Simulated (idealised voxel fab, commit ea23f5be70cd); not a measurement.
process module | voxel gate over fins
cross-section cut | 275 nm wide | cells 5 nm
A cross-section is a grid of square cells, given in bands from the top down. A band is one or more rows of cells.
Each band's line starts with the height of the band's top and of its bottom, in nm. Then come its materials from left to right, each with its width in nm. One material with "throughout" fills the band from edge to edge. "air" is empty space.
Height 0 is the level under which the wafer as received is all one material. The lowest band goes on downwards, as in "0 down".
A width such as "30 to 40" changes by the same amount from each row of cells to the next, from the band's top row to its bottom row.
"no change" after a step means that no cell of the cross-section changed.
closed voids: empty space of 8 cells or more with no open way to the top, each as width x height at its distance from the left edge, in nm
after a step's settings: what the simulator itself notes on the step
overlay nm, on a step with a mask: how far to the right of its planned place the mask lay; to the left if negative
plan
1 op RECEIVE | material Si
2 op CONFORMAL_DEP | material SiN | thk nm 10
3 op MASKED_ETCH | tone cover | mask id FINS | width nm 15 | pitch nm 40 | etch materials SiN | depth nm 10 | overlay nm 0
4 op MASKED_ETCH | tone cover | mask id FINS | width nm 15 | pitch nm 40 | etch materials Si | depth nm 35 | overlay nm 0
5 op FILL_DEP | material SiO2 | thk nm 15
6 op CMP | height nm 10
7 op SELECTIVE_ETCH | etch materials SiO2 | depth nm 25
8 op STRIP | etch materials SiN
9 op CONFORMAL_DEP | material HfO2 | thk nm 5
10 op CONFORMAL_DEP | material TiN | thk nm 5
11 op FILL_DEP | material W | thk nm 10
12 op CMP | height nm 15
13 op CONFORMAL_DEP | material SiN | thk nm 10
as received, after step 1
  0 down: Si throughout
  closed voids: none
first wafer at the end, as planned
  25 to 15: SiN throughout
  15 to 10: W throughout
  10 to 5: W 100 | TiN 35 | W 5 | TiN 35 | W 100
  5 to 0: W 100 | TiN 5 | HfO2 25 | TiN 5 | W 5 | TiN 5 | HfO2 25 | TiN 5 | W 100
  0 to -5: W 100 | TiN 5 | HfO2 5 | Si 15 | HfO2 5 | TiN 5 | W 5 | TiN 5 | HfO2 5 | Si 15 | HfO2 5 | TiN 5 | W 100
  -5 to -10: TiN 105 | HfO2 5 | Si 15 | HfO2 5 | TiN 15 | HfO2 5 | Si 15 | HfO2 5 | TiN 105
  -10 to -15: HfO2 110 | Si 15 | HfO2 25 | Si 15 | HfO2 110
  -15 to -35: SiO2 110 | Si 15 | SiO2 25 | Si 15 | SiO2 110
  -35 down: Si throughout
  closed voids: none
second wafer at the end: like start, like plan, one mistake
  25 to 15: SiN throughout
  15 to 10: W throughout
  10 to 5: W 100 | TiN 35 | W 5 | TiN 35 | W 100
  5 to 0: W 100 | TiN 5 | HfO2 25 | TiN 5 | W 5 | TiN 5 | HfO2 25 | TiN 5 | W 100
  0 to -5: W 100 | TiN 5 | HfO2 5 | Si 15 | HfO2 5 | TiN 5 | W 5 | TiN 5 | HfO2 5 | Si 15 | HfO2 5 | TiN 5 | W 100
  -5 to -10: TiN 105 | HfO2 5 | Si 15 | HfO2 5 | TiN 15 | HfO2 5 | Si 15 | HfO2 5 | TiN 105
  -10 to -15: HfO2 110 | Si 15 | HfO2 25 | Si 15 | HfO2 110
  -15 to -70: SiO2 110 | Si 15 | SiO2 25 | Si 15 | SiO2 110
  -70 down: Si throughout
  closed voids: none
what went wrong: step 4 was run twice
at the end the second wafer has, in cells: 343 fewer of Si | 343 more of SiO2
